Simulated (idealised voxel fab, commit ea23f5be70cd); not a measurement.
Proc. module: voxel lift off
Pictured: cross-section cut, 295 nm wide, on a grid of 5 nm square cells.
We lay out every cross-section as a grid of square cells and spell it out in bands from the top down, where one band means one or more rows of cells.
What a band's entry tells you: where the top is and where the bottom is, as heights in nm, and after that what lies inside, material by material from left to right, each with its width in nm. Empty space is written as the word "blank", and a single material marked with the word "throughout" occupies the band from edge to edge.
Heads up on the height convention: 0 is the point under which the incoming wafer is all one material, and the lowest band has no bottom, it just keeps going down, like "0 down".
Top row gets the first number, bottom row gets the second, and each row in between changes by the same step: that is how a band width like "30 to 40" works.
Given "left unchanged" for a step, no cell of the cross-section differs between before and after that step.
Reported under the label "Closed void entries" are the empty spaces having no open way to the top and comprising 8 cells or more; the notation for each is width x height at distance, in which the distance is measured from the left edge and all three values are in nm.
Past the settings on a step's line: simulator remark, on that step.
Regarding "overlay nm": on a step with a mask, it is the distance the mask lay to the right of its planned place; a negative value places it to the left.
**Set out below are the planned steps of the process**
1. RECEIVE (material Si)
2. CONFORMAL_DEP (material SiO2; thk nm 15)
3. PATTERN (tone open; mask id LINES; material resist; width nm 20; pitch nm 40; thk nm 15; overlay nm 0)
4. DIRECTIONAL_DEP (material Ru; thk nm 5)
5. STRIP (etch materials resist)
6. CONFORMAL_DEP (material SiCN; thk nm 5)
**Incoming wafer, cross-sectional view, post step 1**
	0 down = Si throughout
	Closed void entries: none
**Wafer at module end, in section. Began as above, planned as above, run with one mistake**
	20 to 15 = blank 115 | Ru 20 | blank 20 | Ru 20 | blank 120
	15 to 0 = SiO2 throughout
	0 down = Si throughout
	Closed void entries: none
So what did we get wrong on this run? step 6 in the plan did not get run; it was skipped
